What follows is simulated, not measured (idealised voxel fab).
This is a process module. Its name is voxel released beams.
The figure presents cross-section cut, which has a width of 235 nm and is divided into square cells with an edge length of 5 nm.
Bands, listed from the top down, are how a cross-section gets written in this document; the cross-section itself is a grid of square cells, and a band is one or more rows of them. Top, bottom (nm), then materials left to right with widths (nm); lone material tagged "full width" fills the whole band edge to edge; "air" = empty space. It should be noted that heights are counted from 0, beneath which the wafer as supplied is of one material throughout, and that the lowest band possesses no lower boundary but continues downward, as written in "from 0 down". It should be noted that a width expressed as "30->40" varies in equal increments from row to row of cells within the band, taking the value of the first number at the top row and that of the second number at the bottom row. The cross-section has no changed cell in any step marked "nothing changed". Heads up: "Voids, sealed" only lists the empty pockets with no open path to the top that are 8 cells or more, and it writes them as width x height at distance, distance from the left edge, in nm. It should be noted that, on the line of a given step, the content following the step's settings is a remark produced by the simulator itself with respect to that step. A step's line can hold "overlay nm"; with a mask on that step, the setting says how far right of the planned place the mask lay, while a negative setting says it lay to the left.

Plan:
1: RECEIVE (material Si)
2: CONFORMAL_DEP (material Al2O3; thk nm 5)
3: DIRECTIONAL_DEP (material SiO2; thk nm 10)
4: DIRECTIONAL_DEP (material aC; thk nm 10)
5: PATTERN (tone open; mask id ANCHOR; material resist; width nm 35; thk nm 30; overlay nm 0)
6: DIRECTIONAL_ETCH (etch materials aC; depth nm 10)
7: STRIP (etch materials resist)
8: DIRECTIONAL_ETCH (etch materials SiO2; depth nm 10)
9: STRIP (etch materials aC)
10: CONFORMAL_DEP (material SiN; thk nm 15)
11: PATTERN (tone cover; mask id BEAM; material resist; width nm 120; thk nm 15; overlay nm -15)
12: DIRECTIONAL_ETCH (etch materials SiN; depth nm 15)
13: STRIP (etch materials resist)
14: STRIP (etch materials SiO2)
It is noted that the wafers described herein are identical at the outset and are distinguished by the overlay nm of step 11; the value stated in the plan corresponds to the first wafer.

The first of several wafers as received, shown in cross-section; this is its state after step 1:
	from 0 down = Si full width
	Voids, sealed: none

Each row below is a wafer at the end of the module, listing for every material the number of cells it has gained (+) or lost (-) since it was received, followed by its closed voids:
overlay nm -15; +47 Al2O3; +84 SiN; Voids, sealed: none
overlay nm -10; +47 Al2O3; +84 SiN; Voids, sealed: none
overlay nm -5; +47 Al2O3; +84 SiN; Voids, sealed: none
overlay nm 0; +47 Al2O3; +84 SiN; Voids, sealed: none
overlay nm 5; +47 Al2O3; +84 SiN; Voids, sealed: none
overlay nm 10; +47 Al2O3; +84 SiN; Voids, sealed: none
overlay nm 15; +47 Al2O3; +84 SiN; Voids, sealed: none
